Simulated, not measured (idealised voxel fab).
The name of this process module is voxel transistor to metal.
Cross-section cut spans 195 nm and uses square cells 5 nm in size.
Notation: cross-section as square-cell grid; stated in bands, top first, going down; one or more cell rows per band.
Top, bottom (nm), then materials left to right with widths (nm); lone material tagged "everywhere" fills the whole band edge to edge; "air" = empty space.
Where do heights start? At 0: under that level the wafer as delivered is made of one material only. And the lowest band has no floor; it just carries on downward, as in "0..down".
The notation "30->40" denotes a width that varies across the rows of cells in the band, beginning at the first number in the top row, finishing at the second number in the bottom row, and changing by an identical amount from each row to the next.
Take "stayed the same" at face value: in the step it is given for, the cross-section changed in none of its cells.
Entry "Fully closed voids". Content: empty spaces with no open connection to the top, size 8 cells or greater. Each: width x height at distance. Distance: from left edge. Unit: nm.
Text after the settings on a step's line: the simulator's own remark on that step.
"overlay nm" answers the question of how far to the right of plan the mask lay on a step that has a mask, and when it is negative the answer is to the left.

THE FOLLOWING LIST GIVES THE PLANNED PROCESS STEPS
- 1: RECEIVE [material Si]
- 2: OXIDIZE [depth nm 5]
- 3: CONFORMAL_DEP [material SiN] [thk nm 15]
- 4: MASKED_ETCH [tone cover] [mask id ACTIVE] [width nm 105] [etch materials SiN] [depth nm 15] [overlay nm 0]
- 5: MASKED_ETCH [tone cover] [mask id ACTIVE] [width nm 105] [etch materials SiO2] [depth nm 5] [overlay nm 0]
- 6: MASKED_ETCH [tone cover] [mask id ACTIVE] [width nm 105] [etch materials Si] [depth nm 25] [overlay nm 0]
- 7: FILL_DEP [material SiO2] [thk nm 15]
- 8: CMP [height nm 15]
- 9: SELECTIVE_ETCH [etch materials SiO2] [depth nm 5]
- 10: STRIP [etch materials SiN]
- 11: SELECTIVE_ETCH [etch materials SiO2] [depth nm 5]
- 12: OXIDIZE [depth nm 5]
- 13: DIRECTIONAL_DEP [material polySi] [thk nm 25]
- 14: DIRECTIONAL_DEP [material SiCN] [thk nm 10]
- 15: MASKED_ETCH [tone cover] [mask id GATE] [width nm 15] [etch materials SiCN] [depth nm 20] [overlay nm 0]
- 16: MASKED_ETCH [tone cover] [mask id GATE] [width nm 15] [etch materials polySi] [depth nm 35] [overlay nm 0]
- 17: CONFORMAL_DEP [material SiO2] [thk nm 5]
- 18: DIRECTIONAL_ETCH [etch materials SiO2] [depth nm 5]
- 19: CONFORMAL_DEP [material SiN] [thk nm 5]
- 20: DIRECTIONAL_ETCH [etch materials SiN] [depth nm 5]
- 21: DIRECTIONAL_ETCH [etch materials SiO2] [depth nm 5]
- 22: DIRECTIONAL_ETCH [etch materials Si] [depth nm 5]
- 23: EPI [material SiGe] [thk nm 10]
- 24: FILL_DEP [material SiO2] [thk nm 5]
- 25: CMP [height nm 30]
- 26: DIRECTIONAL_DEP [material SiO2] [thk nm 10]
- 27: DIRECTIONAL_DEP [material aC] [thk nm 15]
- 28: PATTERN [tone open] [mask id CONTACT] [material resist] [width nm 35] [pitch nm 60] [thk nm 35] [overlay nm 0]
- 29: DIRECTIONAL_ETCH [etch materials aC] [depth nm 15]
- 30: STRIP [etch materials resist]
- 31: DIRECTIONAL_ETCH [etch materials SiO2] [depth nm 45]
- 32: STRIP [etch materials aC]
- 33: CONFORMAL_DEP [material TiN] [thk nm 5]
- 34: FILL_DEP [material Ru] [thk nm 10]
- 35: CMP [height nm 40]
- 36: CONFORMAL_DEP [material SiN] [thk nm 5]
- 37: DIRECTIONAL_DEP [material lowk] [thk nm 25]
- 38: MASKED_ETCH [tone open] [mask id METAL_1] [width nm 20] [pitch nm 75] [etch materials lowk] [depth nm 25] [overlay nm 0]
- 39: MASKED_ETCH [tone open] [mask id METAL_1] [width nm 20] [pitch nm 75] [etch materials SiN] [depth nm 5] [overlay nm 0]
- 40: CONFORMAL_DEP [material TiN] [thk nm 5]
- 41: FILL_DEP [material W] [thk nm 10]
- 42: CMP [height nm 70]
- 43: CONFORMAL_DEP [material SiCN] [thk nm 5]
The wafers are alike at the start. At step 9, their depth nm differs. The plan lists the first wafer's value.

CROSS-SECTION OF THE FIRST OF SEVERAL WAFERS AS RECEIVED (AFTER STEP 1)
  0..down  Si everywhere
  Fully closed voids: none

CROSS-SECTION AFTER STEP 43, THE FINAL STEP OF THE MODULE, FOR THE FIRST OF SEVERAL WAFERS
  75..70  SiCN everywhere
  70..45  50 lowk | 5 TiN | 10 W | 5 TiN | 55 lowk | 5 TiN | 10 W | 5 TiN | 50 lowk
  45..40  50 SiN | 20 TiN | 55 SiN | 20 TiN | 50 SiN
  40..30  50 SiO2 | 5 TiN | 25->20 Ru | 5->10 TiN | 25 SiO2 | 5->10 TiN | 25->20 Ru | 5 TiN | 50 SiO2
  30..20  50 SiO2 | 5 TiN | 20 Ru | 5 TiN | 5 SiN | 5 SiO2 | 15 SiCN | 5 SiO2 | 5 SiN | 5 TiN | 20 Ru | 5 TiN | 50 SiO2
  20..5  50 SiO2 | 5 TiN | 20 Ru | 5 TiN | 5 SiN | 5 SiO2 | 15 polySi | 5 SiO2 | 5 SiN | 5 TiN | 20 Ru | 5 TiN | 50 SiO2
  5..0  45 SiO2 | 5 SiN | 30 TiN | 5 SiN | 5 SiO2 | 15 polySi | 5 SiO2 | 5 SiN | 30 TiN | 5 SiN | 45 SiO2
  0..-5  45 SiO2 | 5 SiN | 10 SiGe | 10 TiN | 10 SiGe | 5 SiN | 5 SiO2 | 15 polySi | 5 SiO2 | 5 SiN | 10 SiGe | 10 TiN | 10 SiGe | 5 SiN | 45 SiO2
  -5..-10  50 SiO2 | 30 SiGe | 35 SiO2 | 30 SiGe | 50 SiO2
  -10..-15  45 SiO2 | 5 Si | 30 SiGe | 35 Si | 30 SiGe | 5 Si | 45 SiO2
  -15..-30  45 SiO2 | 105 Si | 45 SiO2
  -30..down  Si everywhere
  Fully closed voids: none

THE FINAL WAFER, SECTIONED AT MODULE END
  75..70  SiCN everywhere
  70..45  50 lowk | 5 TiN | 10 W | 5 TiN | 55 lowk | 5 TiN | 10 W | 5 TiN | 50 lowk
  45..40  50 SiN | 20 TiN | 55 SiN | 20 TiN | 50 SiN
  40..30  50 SiO2 | 5 TiN | 25->20 Ru | 5->10 TiN | 25 SiO2 | 5->10 TiN | 25->20 Ru | 5 TiN | 50 SiO2
  30..20  50 SiO2 | 5 TiN | 20 Ru | 5 TiN | 5 SiN | 5 SiO2 | 15 SiCN | 5 SiO2 | 5 SiN | 5 TiN | 20 Ru | 5 TiN | 50 SiO2
  20..5  50 SiO2 | 5 TiN | 20 Ru | 5 TiN | 5 SiN | 5 SiO2 | 15 polySi | 5 SiO2 | 5 SiN | 5 TiN | 20 Ru | 5 TiN | 50 SiO2
  5..0  50 SiO2 | 5 TiN | 10 Ru | 15 TiN | 5 SiN | 5 SiO2 | 15 polySi | 5 SiO2 | 5 SiN | 15 TiN | 10 Ru | 5 TiN | 50 SiO2
  0..-5  50 SiO2 | 20 TiN | 10 SiGe | 5 SiN | 5 SiO2 | 15 polySi | 5 SiO2 | 5 SiN | 10 SiGe | 20 TiN | 50 SiO2
  -5..-10  35 SiO2 | 5 SiN | 5 SiO2 | 35 SiGe | 35 SiO2 | 35 SiGe | 5 SiO2 | 5 SiN | 35 SiO2
  -10..-15  50 SiO2 | 30 SiGe | 35 Si | 30 SiGe | 50 SiO2
  -15..-30  45 SiO2 | 105 Si | 45 SiO2
  -30..down  Si everywhere
  Fully closed voids: none

BELOW, A ROW FOR EVERY WAFER. READ IT AS THE END-OF-MODULE PICTURE: FOR EACH MATERIAL THE WAFER SHOWS ITS CELLS GAINED (+) OR LOST (-) SINCE IT WAS RECEIVED, AND THEN ITS CLOSED VOIDS
depth nm 5, +58 Ru, -162 Si, +45 SiCN, +32 SiGe, +49 SiN, +299 SiO2, +74 TiN, +20 W, +155 lowk, +15 polySi, Fully closed voids: none
depth nm 10, +58 Ru, -162 Si, +45 SiCN, +32 SiGe, +47 SiN, +301 SiO2, +74 TiN, +20 W, +155 lowk, +15 polySi, Fully closed voids: none
depth nm 15, +62 Ru, -164 Si, +45 SiCN, +34 SiGe, +45 SiN, +299 SiO2, +74 TiN, +20 W, +155 lowk, +15 polySi, Fully closed voids: none
depth nm 20, +62 Ru, -164 Si, +45 SiCN, +30 SiGe, +47 SiN, +301 SiO2, +74 TiN, +20 W, +155 lowk, +15 polySi, Fully closed voids: none
